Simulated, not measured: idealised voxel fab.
Process module heading - voxel released beams
Cross-section cut spans 170 nm and uses square cells 5 nm in size.
Square cells in a grid make up a cross-section in this document, and the grid is given as bands, listed from the top down, each one or more rows of cells. In this notation a band is specified by the heights of its top and bottom, in that order and in nm, after which its materials appear from left to right, each paired with its width in nm. The word "all across" attached to a single material means that material fills the band from edge to edge; the word "blank" stands for empty space. Counting heights begins at 0, where everything beneath is, in the wafer as received, one material. The lowest band has no bottom; it goes on downwards, as "0 down" shows. The expression "30->40" gives the width at the extremes of the band, the first number at its top row of cells and the second at its bottom row, with the width changing by equal amounts from each row to the next in between. "everything unchanged" (step): cross-section cells unchanged, all of them. The entry "Closed cavities" lists the empty spaces that cover at least 8 cells and have no open path to the top. Each is written as width x height at distance, where the distance is measured from the left edge and all three values are in nm. If you see something after the settings on a step's line, that's the simulator's own remark about that step. The line of a step may include "overlay nm". On a step with a mask, this value is how far to the right of its planned place the mask lay. A negative value means the mask lay to the left.
Intended process steps:
step 1: RECEIVE [material Si]
step 2: CONFORMAL_DEP [material SiN] [thk nm 5]
step 3: DIRECTIONAL_DEP [material SiO2] [thk nm 20]
step 4: DIRECTIONAL_DEP [material aC] [thk nm 15]
step 5: PATTERN [tone open] [mask id ANCHOR] [material resist] [width nm 45] [thk nm 30] [overlay nm 0]
step 6: DIRECTIONAL_ETCH [etch materials aC] [depth nm 15]
step 7: STRIP [etch materials resist]
step 8: DIRECTIONAL_ETCH [etch materials SiO2] [depth nm 20]
step 9: STRIP [etch materials aC]
step 10: CONFORMAL_DEP [material polySi] [thk nm 5]
step 11: DIRECTIONAL_DEP [material aC] [thk nm 10]
step 12: PATTERN [tone cover] [mask id BEAM] [material resist] [width nm 90] [thk nm 25] [overlay nm 0]
step 13: DIRECTIONAL_ETCH [etch materials aC] [depth nm 10]
step 14: STRIP [etch materials resist]
step 15: DIRECTIONAL_ETCH [etch materials polySi] [depth nm 15]
step 16: STRIP [etch materials aC]
step 17: STRIP [etch materials SiO2]
Wafers differ in thk nm at step 10; plan lists the first wafer's value; identical starting state.
Cut through the first of several wafers as received, post step 1:
  0 down  Si all across
  Closed cavities: none
First wafer of several, cross-section, module end, after step 17 (last):
  30 to 25  blank 35 / polySi 10 / blank 35 / polySi 45 / blank 45
  25 to 10  blank 40 / polySi 5 / blank 35 / polySi 5 / blank 85
  10 to 5  blank 40 / polySi 45 / blank 85
  5 to 0  SiN all across
  0 down  Si all across
  Closed cavities: none
Here we cross-sectioned the last of the wafers once the module was done:
  55 to 40  blank 35 / polySi 90 / blank 45
  40 to 25  polySi all across
  25 to 5  SiO2 40 / polySi 45 / SiO2 85
  5 to 0  SiN all across
  0 down  Si all across
  Closed cavities: none
Quick key for the table: a row per wafer, taken at the end of the module. For each material it tells you how many cells the wafer gained (+) or lost (-) since it came in, and the closed voids come after:
thk nm 5, +34 SiN, +26 polySi, Closed cavities: none
thk nm 10, +34 SiN, +52 polySi, Closed cavities: none
thk nm 15, +34 SiN, +78 polySi, Closed cavities: none
thk nm 20, +34 SiN, +100 SiO2, +120 polySi, Closed cavities: none
thk nm 25, +34 SiN, +100 SiO2, +158 polySi, Closed cavities: none
thk nm 30, +34 SiN, +100 SiO2, +192 polySi, Closed cavities: none
